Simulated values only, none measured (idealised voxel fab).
Title: Process Module voxel self aligned vias
FYI the section here is cut, 185 nm wide, cells are 5 nm squares.
The cross-sections in this document take the form of a grid made of square cells. They are written out as bands, in order from top to bottom. Each band consists of one or more rows of cells.
Heights first: top, then bottom, in nm. Then materials, left to right, each with a width in nm. "full width" on a single material: fills the band edge to edge. "air": empty space.
A quick word on heights: they are counted from 0, and under that level the wafer as it came to us is one material throughout. The lowest band is different from the rest in having no bottom; it simply continues downward, written as in "z 0 and below".
Note: "30..40" means the width goes from the first number (top row of the band) to the second number (bottom row) in equal steps per row of cells.
A step reported as "nothing changed" is a step in which no cell of the cross-section changed.
Reported under the label "Enclosed void inventory" are the empty spaces having no open way to the top and comprising 8 cells or more; the notation for each is width x height at distance, in which the distance is measured from the left edge and all three values are in nm.
Note: text after step settings on the step line = simulator remark on that step.
A step's line can hold "overlay nm"; with a mask on that step, the setting says how far right of the planned place the mask lay, while a negative setting says it lay to the left.

These are the steps we planned for the process
1,RECEIVE with material Si
2,CONFORMAL_DEP with material SiO2, thk nm 10
3,CONFORMAL_DEP with material SiCN, thk nm 5
4,DIRECTIONAL_DEP with material SiO2, thk nm 25
5,MASKED_ETCH with tone open, mask id LINES, width nm 20, pitch nm 70, etch materials SiO2, depth nm 25, overlay nm 0
6,CONFORMAL_DEP with material TiN, thk nm 5
7,FILL_DEP with material Ru, thk nm 10
8,CMP with height nm 40
9,SELECTIVE_ETCH with etch materials W Ru TiN, depth nm 10
10,FILL_DEP with material SiN, thk nm 10
11,CMP with height nm 40
12,DIRECTIONAL_DEP with material SiO2, thk nm 15
13,DIRECTIONAL_DEP with material aC, thk nm 10
14,PATTERN with tone open, mask id VIAS, material resist, width nm 40, pitch nm 70, thk nm 25, overlay nm 0
15,DIRECTIONAL_ETCH with etch materials aC, depth nm 10
16,STRIP with etch materials resist
17,DIRECTIONAL_ETCH with etch materials SiO2, depth nm 15
18,DIRECTIONAL_ETCH with etch materials SiN, depth nm 10
19,STRIP with etch materials aC
20,CONFORMAL_DEP with material TiN, thk nm 5
21,FILL_DEP with material Ru, thk nm 5
22,CMP with height nm 55
23,CONFORMAL_DEP with material SiN, thk nm 5

As-received state of the wafer in cross-section, equivalent to post-step 1
	z 0 and below | Si full width
	Enclosed void inventory: none

End-of-module XS, first of two wafers, run as planned
	z 60 to 55 | SiN full width
	z 55 to 45 | SiO2 (35), then TiN (5), then Ru (30), then TiN (5), then SiO2 (30), then TiN (5), then Ru (30), then TiN (5), then SiO2 (40)
	z 45 to 35 | SiO2 (35..45), then TiN (15..5), then Ru (10), then TiN (15..5), then SiO2 (30..50), then TiN (15..5), then Ru (10), then TiN (15..5), then SiO2 (40..50)
	z 35 to 30 | SiO2 (45), then TiN (20), then SiO2 (50), then TiN (20), then SiO2 (50)
	z 30 to 20 | SiO2 (45), then TiN (5), then Ru (10), then TiN (5), then SiO2 (50), then TiN (5), then Ru (10), then TiN (5), then SiO2 (50)
	z 20 to 15 | SiO2 (45), then TiN (20), then SiO2 (50), then TiN (20), then SiO2 (50)
	z 15 to 10 | SiCN full width
	z 10 to 0 | SiO2 full width
	z 0 and below | Si full width
	Enclosed void inventory: none

Cross-sectional view: second of two wafers, end of module; start and plan identical to the first, one mistake in running
	z 60 to 55 | SiN full width
	z 55 to 45 | SiO2 (35), then TiN (5), then Ru (30), then TiN (5), then SiO2 (30), then TiN (5), then Ru (30), then TiN (5), then SiO2 (40)
	z 45 to 35 | SiO2 (35..45), then TiN (15..5), then Ru (10), then TiN (15..5), then SiO2 (30..50), then TiN (15..5), then Ru (10), then TiN (15..5), then SiO2 (40..50)
	z 35 to 30 | SiO2 (45), then TiN (20), then SiO2 (50), then TiN (20), then SiO2 (50)
	z 30 to 20 | SiO2 (45), then TiN (5), then Ru (10), then TiN (5), then SiO2 (50), then TiN (5), then Ru (10), then TiN (5), then SiO2 (50)
	z 20 to 15 | SiO2 (45), then TiN (20), then SiO2 (50), then TiN (20), then SiO2 (50)
	z 15 to 5 | SiO2 full width
	z 5 to 0 | SiCN full width
	z 0 and below | Si full width
	Enclosed void inventory: none
In executing the process, a mistake was made relative to the plan: ran 2 and 3 in swapped order versus the plan
at the end the second wafer has, in cells: as many of each material as the first, in other places
